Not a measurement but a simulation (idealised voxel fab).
Process module, titled voxel wiring stack
Displayed cross-section: cut, width of 270 nm, square cells sized 5 nm.
In this document a cross-section is written as a grid of square cells. It is given as a series of bands, listed from the top down, and a band is one or more rows of cells. Top height, bottom height, nm. Materials left to right, width each, nm. Single material + "edge to edge" = fills band edge to edge. "blank" = empty. Basically, 0 is our baseline, since under it the wafer straight out of the box is all one material. The bottom band has no lower end and keeps on going down, so it looks like "0 and below". You'd read "30 to 40" like this: the band's top row of cells is as wide as the first number, its bottom row is as wide as the second, and going down, every row changes width by the same amount as the row before did. "nothing altered" (step): cross-section cells unchanged, all of them. Voids not open to the top, 8 cells minimum: see "Voids, fully enclosed". Written width x height at distance; distance is from the left edge; nm. Anything after a step's settings on that line? It's the simulator's own note about the step. When a step includes a mask, the "overlay nm" setting on its line states how far to the right of its planned place that mask lay, and negative values state how far to the left.

The following list gives the planned process steps
1: RECEIVE (material Si)
2: CONFORMAL_DEP (material SiO2; thk nm 10)
3: DIRECTIONAL_DEP (material TiN; thk nm 5)
4: DIRECTIONAL_DEP (material W; thk nm 20)
5: MASKED_ETCH (tone cover; mask id METAL_1; width nm 25; pitch nm 55; etch materials W; depth nm 20; overlay nm 0)
6: MASKED_ETCH (tone cover; mask id METAL_1; width nm 25; pitch nm 55; etch materials TiN; depth nm 5; overlay nm 0)
7: CONFORMAL_DEP (material SiCN; thk nm 5)
8: FILL_DEP (material SiO2; thk nm 5)
9: CMP (height nm 35)
10: CONFORMAL_DEP (material SiCN; thk nm 5)
11: DIRECTIONAL_DEP (material lowk; thk nm 15)
12: DIRECTIONAL_DEP (material aC; thk nm 15)
13: PATTERN (tone open; mask id PLUG_1; material resist; width nm 15; pitch nm 55; thk nm 30; overlay nm 0)
14: DIRECTIONAL_ETCH (etch materials aC; depth nm 15)
15: STRIP (etch materials resist)
16: DIRECTIONAL_ETCH (etch materials lowk; depth nm 15)
17: DIRECTIONAL_ETCH (etch materials SiCN; depth nm 5)
18: STRIP (etch materials aC)
19: CONFORMAL_DEP (material TiN; thk nm 5)
20: FILL_DEP (material Cu; thk nm 10)
21: CMP (height nm 55)
22: DIRECTIONAL_DEP (material TiN; thk nm 5)
23: DIRECTIONAL_DEP (material Ru; thk nm 20)
24: DIRECTIONAL_DEP (material aC; thk nm 15)
25: PATTERN (tone cover; mask id METAL_2; material resist; width nm 25; pitch nm 55; thk nm 35; overlay nm 0)
26: DIRECTIONAL_ETCH (etch materials aC; depth nm 15)
27: STRIP (etch materials resist)
28: DIRECTIONAL_ETCH (etch materials Ru; depth nm 20)
29: DIRECTIONAL_ETCH (etch materials TiN; depth nm 5)
30: STRIP (etch materials aC)
31: FILL_DEP (material SiO2; thk nm 5)
32: CMP (height nm 80)
33: CONFORMAL_DEP (material SiCN; thk nm 5)
34: DIRECTIONAL_DEP (material lowk; thk nm 30)
35: PATTERN (tone open; mask id METAL_3; material resist; width nm 25; pitch nm 55; thk nm 20; overlay nm 0)
36: DIRECTIONAL_ETCH (etch materials lowk; depth nm 15)
37: STRIP (etch materials resist)
38: DIRECTIONAL_DEP (material aC; thk nm 15)
39: PATTERN (tone open; mask id METAL_3_HOLES; material resist; width nm 15; thk nm 35; overlay nm 0)
40: DIRECTIONAL_ETCH (etch materials aC; depth nm 15)
41: STRIP (etch materials resist)
42: DIRECTIONAL_ETCH (etch materials lowk; depth nm 15)
43: DIRECTIONAL_ETCH (etch materials SiCN; depth nm 5)
44: STRIP (etch materials aC)
45: CONFORMAL_DEP (material TiN; thk nm 5)
46: FILL_DEP (material Cu; thk nm 10)
47: CMP (height nm 115)
48: CONFORMAL_DEP (material SiN; thk nm 5)

Shown in cross-section is the wafer as received, that is, as it stands after step 1
    0 and below: Si edge to edge
    Voids, fully enclosed: none

Sectioned view, first of two wafers, at the close of the module, processed as intended in the plan
    120 down to 115: SiN edge to edge
    115 down to 105: 95 nm lowk / 5 nm TiN / 15 nm Cu / 5 nm TiN / 30 nm lowk / 5 nm TiN / 15 nm Cu / 5 nm TiN / 95 nm lowk
    105 down to 100: 95 nm lowk / 5 nm TiN / 5 nm Cu / 15 nm TiN / 30 nm lowk / 25 nm TiN / 95 nm lowk
    100 down to 85: 95 nm lowk / 5 nm TiN / 5 nm Cu / 5 nm TiN / 160 nm lowk
    85 down to 80: 95 nm SiCN / 15 nm TiN / 160 nm SiCN
    80 down to 60: 95 nm SiO2 / 25 nm Ru / 30 nm SiO2 / 25 nm Ru / 95 nm SiO2
    60 down to 55: 95 nm SiO2 / 25 nm TiN / 30 nm SiO2 / 25 nm TiN / 95 nm SiO2
    55 down to 40: 95 nm lowk / 5 nm TiN / 5 nm Cu / 5 nm TiN / 40 nm lowk / 5 nm TiN / 5 nm Cu / 5 nm TiN / 105 nm lowk
    40 down to 35: 95 nm SiCN / 15 nm TiN / 40 nm SiCN / 15 nm TiN / 105 nm SiCN
    35 down to 15: 90 nm SiO2 / 5 nm SiCN / 25 nm W / 5 nm SiCN / 20 nm SiO2 / 5 nm SiCN / 25 nm W / 5 nm SiCN / 90 nm SiO2
    15 down to 10: 95 nm SiCN / 25 nm TiN / 30 nm SiCN / 25 nm TiN / 95 nm SiCN
    10 down to 0: SiO2 edge to edge
    0 and below: Si edge to edge
    Voids, fully enclosed: none

Presented here is a cross-section of the second of the two wafers as it stood at the end of the module. It was started in the same manner and assigned the same plan as the first wafer; however, one mistake was made in its execution
    120 down to 115: SiN edge to edge
    115 down to 90: 95 nm lowk / 5 nm TiN / 15 nm Cu / 5 nm TiN / 30 nm lowk / 5 nm TiN / 15 nm Cu / 5 nm TiN / 95 nm lowk
    90 down to 85: 95 nm lowk / 5 nm TiN / 5 nm Cu / 15 nm TiN / 30 nm lowk / 25 nm TiN / 95 nm lowk
    85 down to 80: 95 nm SiCN / 15 nm TiN / 160 nm SiCN
    80 down to 60: 95 nm SiO2 / 25 nm Ru / 30 nm SiO2 / 25 nm Ru / 95 nm SiO2
    60 down to 55: 95 nm SiO2 / 25 nm TiN / 30 nm SiO2 / 25 nm TiN / 95 nm SiO2
    55 down to 40: 95 nm lowk / 5 nm TiN / 5 nm Cu / 5 nm TiN / 40 nm lowk / 5 nm TiN / 5 nm Cu / 5 nm TiN / 105 nm lowk
    40 down to 35: 95 nm SiCN / 15 nm TiN / 40 nm SiCN / 15 nm TiN / 105 nm SiCN
    35 down to 15: 90 nm SiO2 / 5 nm SiCN / 25 nm W / 5 nm SiCN / 20 nm SiO2 / 5 nm SiCN / 25 nm W / 5 nm SiCN / 90 nm SiO2
    15 down to 10: 95 nm SiCN / 25 nm TiN / 30 nm SiCN / 25 nm TiN / 95 nm SiCN
    10 down to 0: SiO2 edge to edge
    0 and below: Si edge to edge
    Voids, fully enclosed: none
Deviation noted in wafer processing: step 36 of the plan was twice carried out
Materials where the second wafer ends with more or fewer cells than the first: 15 more of Cu; 6 more of TiN; 21 fewer of lowk
